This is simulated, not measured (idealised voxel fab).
process module | voxel quadruple lines
Cross-section cut: width 295 nm, square cells of 5 nm.
Format of a cross-section: grid, square cells. Given as bands. Order: top down. Band: one or more rows of cells. In this notation a band is specified by the heights of its top and bottom, in that order and in nm, after which its materials appear from left to right, each paired with its width in nm. The word "edge to edge" attached to a single material means that material fills the band from edge to edge; the word "empty" stands for empty space. The level at which height equals 0 is the one under which the wafer, as it arrives, is entirely one material. No lower edge exists for the bottom band, which continues downward and is notated as in "0..down". The expression "30..40" gives the width at the extremes of the band, the first number at its top row of cells and the second at its bottom row, with the width changing by equal amounts from each row to the next in between. The designation "no change occurred", where it is given for a processing step, indicates that no cell of the cross-section was altered in the course of that step. Any empty space of 8 cells or more lacking an open way to the top shows up in "Sealed voids" as width x height at distance, distance from the left edge, in nm. Past the settings on a step's line: simulator remark, on that step. For masked steps, "overlay nm" on the step line gives how far right of plan the mask actually lay; a minus sign means it lay to the left.

Planned step list for the process
1,RECEIVE (material Si)
2,CONFORMAL_DEP (material Al2O3; thk nm 5)
3,DIRECTIONAL_DEP (material TiN; thk nm 15)
4,DIRECTIONAL_DEP (material polySi; thk nm 20)
5,DIRECTIONAL_DEP (material aC; thk nm 20)
6,PATTERN (tone cover; mask id MANDREL; material resist; width nm 20; thk nm 30; overlay nm 0)
7,DIRECTIONAL_ETCH (etch materials aC; depth nm 20)
8,STRIP (etch materials resist)
9,CONFORMAL_DEP (material SiO2; thk nm 10)
10,DIRECTIONAL_ETCH (etch materials SiO2; depth nm 10)
11,STRIP (etch materials aC)
12,DIRECTIONAL_ETCH (etch materials polySi; depth nm 20)
13,STRIP (etch materials SiO2)
14,CONFORMAL_DEP (material SiCN; thk nm 5)
15,DIRECTIONAL_ETCH (etch materials SiCN; depth nm 5)
16,STRIP (etch materials polySi)
17,DIRECTIONAL_ETCH (etch materials TiN; depth nm 15)
18,STRIP (etch materials SiCN)

Cross-section of the wafer at receipt, which is the condition after step 1
> 0..down  Si edge to edge
> Sealed voids: none

Cross-sectional view of the first of the two wafers upon completion of the module, processed in accordance with the plan
> 20..5  120 of empty, 5 of TiN, 10 of empty, 5 of TiN, 10 of empty, 5 of TiN, 10 of empty, 5 of TiN, 125 of empty
> 5..0  Al2O3 edge to edge
> 0..down  Si edge to edge
> Sealed voids: none

Same start, same plan as the first wafer - but one mistake in the run. Cross-section of the second of the two at the end of the module
> 15..0  120 of empty, 5 of TiN, 10 of empty, 5 of TiN, 10 of empty, 5 of TiN, 10 of empty, 5 of TiN, 125 of empty
> 0..down  Si edge to edge
> Sealed voids: none
Diagnosis: no execution of plan step 2; skipped
Final wafer comparison in cells, second versus first, more or fewer per material: 59 fewer of Al2O3
